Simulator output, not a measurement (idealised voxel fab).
Herein follows the process module entitled voxel transistor to metal.
Cross-section cut spans 150 nm and uses square cells 5 nm in size.
How to read a cross-section here: the picture is a grid of square cells, written as bands going from the top down, and any band can span one or more rows of cells. Heights first: top, then bottom, in nm. Then materials, left to right, each with a width in nm. "edge to edge" on a single material: fills the band edge to edge. "air": empty space. Convention: height 0 is the level below which the wafer, as received, is all one material. The lowest band does not terminate at the bottom but continues downward, represented as "0..down". Top row gets the first number, bottom row gets the second, and each row in between changes by the same step: that is how a band width like "30->40" works. Take "no modification" at face value: in the step it is given for, the cross-section changed in none of its cells. "Sealed cavities" - sealed voids, min. 8 cells, no opening to top; format: width x height at distance (distance from left edge; nm throughout). Where a step's line continues beyond its settings, the continuation is a remark by the simulator itself on that step. overlay nm, on a step with a mask: how far to the right of its planned place the mask lay; to the left if negative.
Listed below are the process steps as planned:
step 1: RECEIVE: material Si
step 2: CONFORMAL_DEP: material SiO2, thk nm 5
step 3: CONFORMAL_DEP: material SiN, thk nm 10
step 4: DIRECTIONAL_DEP: material aC, thk nm 15
step 5: PATTERN: tone cover, mask id ACTIVE, material resist, width nm 115, thk nm 35, overlay nm 0
step 6: DIRECTIONAL_ETCH: etch materials aC, depth nm 15
step 7: STRIP: etch materials resist
step 8: DIRECTIONAL_ETCH: etch materials SiN, depth nm 10
step 9: DIRECTIONAL_ETCH: etch materials SiO2, depth nm 5
step 10: DIRECTIONAL_ETCH: etch materials Si, depth nm 35
step 11: STRIP: etch materials aC
step 12: FILL_DEP: material SiO2, thk nm 10
step 13: CMP: height nm 15
step 14: SELECTIVE_ETCH: etch materials SiO2, depth nm 5
step 15: STRIP: etch materials SiN
step 16: SELECTIVE_ETCH: etch materials SiO2, depth nm 5
step 17: OXIDIZE: depth nm 5
step 18: DIRECTIONAL_DEP: material polySi, thk nm 30
step 19: DIRECTIONAL_DEP: material SiCN, thk nm 15
step 20: DIRECTIONAL_DEP: material aC, thk nm 15
step 21: PATTERN: tone cover, mask id GATE, material resist, width nm 35, thk nm 35, overlay nm 0
step 22: DIRECTIONAL_ETCH: etch materials aC, depth nm 15
step 23: STRIP: etch materials resist
step 24: DIRECTIONAL_ETCH: etch materials SiCN, depth nm 25
step 25: DIRECTIONAL_ETCH: etch materials polySi, depth nm 40
step 26: STRIP: etch materials aC
step 27: CONFORMAL_DEP: material SiN, thk nm 10
step 28: DIRECTIONAL_ETCH: etch materials SiN, depth nm 10
step 29: DIRECTIONAL_ETCH: etch materials SiO2, depth nm 5
step 30: DIRECTIONAL_ETCH: etch materials Si, depth nm 15
step 31: EPI: material pSi, thk nm 15
step 32: FILL_DEP: material SiO2, thk nm 5
step 33: CMP: height nm 30
step 34: STRIP: etch materials polySi
step 35: SELECTIVE_ETCH: etch materials SiO2, depth nm 5
step 36: CONFORMAL_DEP: material HfO2, thk nm 5
step 37: CONFORMAL_DEP: material TiN, thk nm 5
step 38: FILL_DEP: material W, thk nm 5
step 39: CMP: height nm 25
step 40: DIRECTIONAL_DEP: material SiO2, thk nm 10
step 41: DIRECTIONAL_DEP: material aC, thk nm 15
step 42: PATTERN: tone open, mask id CONTACT, material resist, width nm 15, pitch nm 90, thk nm 35, overlay nm 0
step 43: DIRECTIONAL_ETCH: etch materials aC, depth nm 15
step 44: STRIP: etch materials resist
step 45: DIRECTIONAL_ETCH: etch materials SiO2, depth nm 25
step 46: STRIP: etch materials aC
step 47: CONFORMAL_DEP: material TiN, thk nm 5
step 48: FILL_DEP: material Ru, thk nm 10
step 49: CMP: height nm 35
step 50: DIRECTIONAL_DEP: material TiN, thk nm 5
step 51: DIRECTIONAL_DEP: material W, thk nm 20
step 52: PATTERN: tone cover, mask id METAL_1, material resist, width nm 15, pitch nm 90, thk nm 20, overlay nm 0
step 53: DIRECTIONAL_ETCH: etch materials W, depth nm 20
step 54: DIRECTIONAL_ETCH: etch materials TiN, depth nm 5
step 55: STRIP: etch materials resist
step 56: CONFORMAL_DEP: material SiN, thk nm 5
step 57: FILL_DEP: material lowk, thk nm 10
step 58: CMP: height nm 60
step 59: CONFORMAL_DEP: material SiCN, thk nm 5
step 60: DIRECTIONAL_DEP: material lowk, thk nm 25
step 61: MASKED_ETCH: tone open, mask id METAL_2, width nm 15, pitch nm 90, etch materials lowk, depth nm 15, overlay nm 0
step 62: MASKED_ETCH: tone open, mask id METAL_2_HOLES, width nm 15, pitch nm 90, etch materials lowk, depth nm 10, overlay nm 0
step 63: MASKED_ETCH: tone open, mask id METAL_2_HOLES, width nm 15, pitch nm 90, etch materials SiCN, depth nm 5, overlay nm 0
step 64: CONFORMAL_DEP: material TiN, thk nm 5
step 65: FILL_DEP: material Ru, thk nm 5
step 66: CMP: height nm 90
step 67: CONFORMAL_DEP: material SiCN, thk nm 5
What sets these wafers apart? The width nm at step 42. They all start alike, and the plan carries the first wafer's value.
Cross-section, first of several wafers, as delivered after step 1:
* 0..down: Si edge to edge
* Sealed cavities: none
Shown in cross-section: the first of several wafers at the end of the module, after its last step, step 67:
* 95..90: SiCN edge to edge
* 90..65: lowk=20; TiN=5; Ru=5; TiN=5; lowk=75; TiN=5; Ru=5; TiN=5; lowk=25
* 65..60: SiCN=20; TiN=15; SiCN=75; TiN=15; SiCN=25
* 60..40: lowk=15; SiN=5; W=15; SiN=5; lowk=65; SiN=5; W=15; SiN=5; lowk=20
* 40..35: SiN=20; TiN=15; SiN=75; TiN=15; SiN=25
* 35..25: SiO2=20; TiN=5; Ru=5; TiN=5; SiO2=75; TiN=5; Ru=5; TiN=5; SiO2=25
* 25..15: SiO2=20; TiN=5; Ru=5; TiN=5; SiO2=10; SiN=10; HfO2=5; TiN=5; W=15; TiN=5; HfO2=5; SiN=10; SiO2=10; TiN=5; Ru=5; TiN=5; SiO2=25
* 15..10: SiO2=20; TiN=15; SiO2=10; SiN=10; HfO2=5; TiN=5; W=15; TiN=5; HfO2=5; SiN=10; SiO2=10; TiN=15; SiO2=25
* 10..5: SiO2=15; pSi=30; SiN=10; HfO2=5; TiN=5; W=15; TiN=5; HfO2=5; SiN=10; pSi=30; SiO2=20
* 5..0: SiO2=10; SiN=10; pSi=25; SiN=10; HfO2=5; TiN=25; HfO2=5; SiN=10; pSi=25; SiN=10; SiO2=15
* 0..-5: SiO2=20; pSi=25; SiO2=5; HfO2=45; SiO2=5; pSi=25; SiO2=25
* -5..-20: SiO2=15; Si=5; pSi=25; Si=55; pSi=25; Si=5; SiO2=20
* -20..-35: SiO2=15; Si=115; SiO2=20
* -35..down: Si edge to edge
* Sealed cavities: none
Cross-section of the final wafer among several, taken at the end of the module:
* 95..90: SiCN edge to edge
* 90..65: lowk=20; TiN=5; Ru=5; TiN=5; lowk=75; TiN=5; Ru=5; TiN=5; lowk=25
* 65..60: SiCN=20; TiN=15; SiCN=75; TiN=15; SiCN=25
* 60..40: lowk=15; SiN=5; W=15; SiN=5; lowk=65; SiN=5; W=15; SiN=5; lowk=20
* 40..35: SiN=20; TiN=15; SiN=75; TiN=15; SiN=25
* 35..25: SiO2=15; TiN=5; Ru=20; TiN=5; SiO2=60; TiN=5; Ru=20; TiN=5; SiO2=15
* 25..15: SiO2=15; TiN=5; Ru=20; TiN=5; SiN=10; HfO2=5; TiN=5; W=15; TiN=5; HfO2=5; SiN=10; SiO2=5; TiN=5; Ru=20; TiN=5; SiO2=15
* 15..10: SiO2=15; TiN=30; SiN=10; HfO2=5; TiN=5; W=15; TiN=5; HfO2=5; SiN=10; SiO2=5; TiN=30; SiO2=15
* 10..5: SiO2=15; pSi=30; SiN=10; HfO2=5; TiN=5; W=15; TiN=5; HfO2=5; SiN=10; pSi=30; SiO2=20
* 5..0: SiO2=10; SiN=10; pSi=25; SiN=10; HfO2=5; TiN=25; HfO2=5; SiN=10; pSi=25; SiN=10; SiO2=15
* 0..-5: SiO2=20; pSi=25; SiO2=5; HfO2=45; SiO2=5; pSi=25; SiO2=25
* -5..-20: SiO2=15; Si=5; pSi=25; Si=55; pSi=25; Si=5; SiO2=20
* -20..-35: SiO2=15; Si=115; SiO2=20
* -35..down: Si edge to edge
* Sealed cavities: none
Take any row and you have a wafer at the end of the module: how many cells of each material it has gained (+) or lost (-) since it was received, and then its closed voids:
width nm 15, +19 HfO2, +18 Ru, -102 Si, +54 SiCN, +64 SiN, +152 SiO2, +67 TiN, +36 W, +200 lowk, +62 pSi, Sealed cavities: none
width nm 20, +19 HfO2, +26 Ru, -102 Si, +54 SiCN, +64 SiN, +142 SiO2, +69 TiN, +36 W, +200 lowk, +62 pSi, Sealed cavities: none
width nm 25, +19 HfO2, +34 Ru, -102 Si, +54 SiCN, +64 SiN, +132 SiO2, +71 TiN, +36 W, +200 lowk, +62 pSi, Sealed cavities: none
width nm 30, +19 HfO2, +42 Ru, -102 Si, +54 SiCN, +64 SiN, +122 SiO2, +73 TiN, +36 W, +200 lowk, +62 pSi, Sealed cavities: none
